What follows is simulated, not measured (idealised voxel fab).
process module | voxel ribs on slabs
cross-section cut | 240 nm wide | cells 5 nm
A cross-section is a grid of square cells, given in bands from the top down. A band is one or more rows of cells.
Each band's line starts with the height of the band's top and of its bottom, in nm. Then come its materials from left to right, each with its width in nm. One material with "throughout" fills the band from edge to edge. "air" is empty space.
Height 0 is the level under which the wafer as received is all one material. The lowest band goes on downwards, as in "0 down".
A width such as "30 to 40" changes by the same amount from each row of cells to the next, from the band's top row to its bottom row.
"no change" after a step means that no cell of the cross-section changed.
closed voids: empty space of 8 cells or more with no open way to the top, each as width x height at its distance from the left edge, in nm
after a step's settings: what the simulator itself notes on the step
overlay nm, on a step with a mask: how far to the right of its planned place the mask lay; to the left if negative
plan
1 op RECEIVE | material Si
2 op DIRECTIONAL_DEP | material SiO2 | thk nm 20
3 op DIRECTIONAL_DEP | material SiN | thk nm 20
4 op MASKED_ETCH | tone cover | mask id RIB | width nm 20 | etch materials SiN | depth nm 5 | overlay nm 0
5 op DIRECTIONAL_DEP | material aC | thk nm 10
6 op PATTERN | tone cover | mask id SLAB | material resist | width nm 60 | thk nm 25 | overlay nm 0
7 op DIRECTIONAL_ETCH | etch materials aC | depth nm 10
8 op STRIP | etch materials resist
9 op DIRECTIONAL_ETCH | etch materials SiN | depth nm 15
10 op STRIP | etch materials aC
11 op FILL_DEP | material SiO2 | thk nm 25
12 op CMP | height nm 55
13 op DIRECTIONAL_DEP | material W | thk nm 5
14 op DIRECTIONAL_DEP | material aC | thk nm 15
15 op PATTERN | tone cover | mask id HEATER | material resist | width nm 30 | thk nm 30 | overlay nm 0
16 op DIRECTIONAL_ETCH | etch materials aC | depth nm 15
17 op STRIP | etch materials resist
18 op DIRECTIONAL_ETCH | etch materials W | depth nm 5
19 op STRIP | etch materials aC
20 op CONFORMAL_DEP | material SiO2 | thk nm 5
as received, after step 1
  0 down: Si throughout
  closed voids: none
first wafer at the end, as planned
  65 to 60: air 100 | SiO2 40 | air 100
  60 to 55: SiO2 105 | W 30 | SiO2 105
  55 to 40: SiO2 throughout
  40 to 35: SiO2 110 | SiN 20 | SiO2 110
  35 to 20: SiO2 90 | SiN 60 | SiO2 90
  20 to 0: SiO2 throughout
  0 down: Si throughout
  closed voids: none
second wafer at the end: like start, like plan, one mistake
  55 to 50: air 100 | SiO2 40 | air 100
  50 to 45: SiO2 105 | W 30 | SiO2 105
  45 to 40: SiO2 throughout
  40 to 35: SiO2 110 | SiN 20 | SiO2 110
  35 to 20: SiO2 90 | SiN 60 | SiO2 90
  20 to 0: SiO2 throughout
  0 down: Si throughout
  closed voids: none
what went wrong: step 12 ran as: op CMP | height nm 45
at the end the second wafer has, in cells: 96 fewer of SiO2
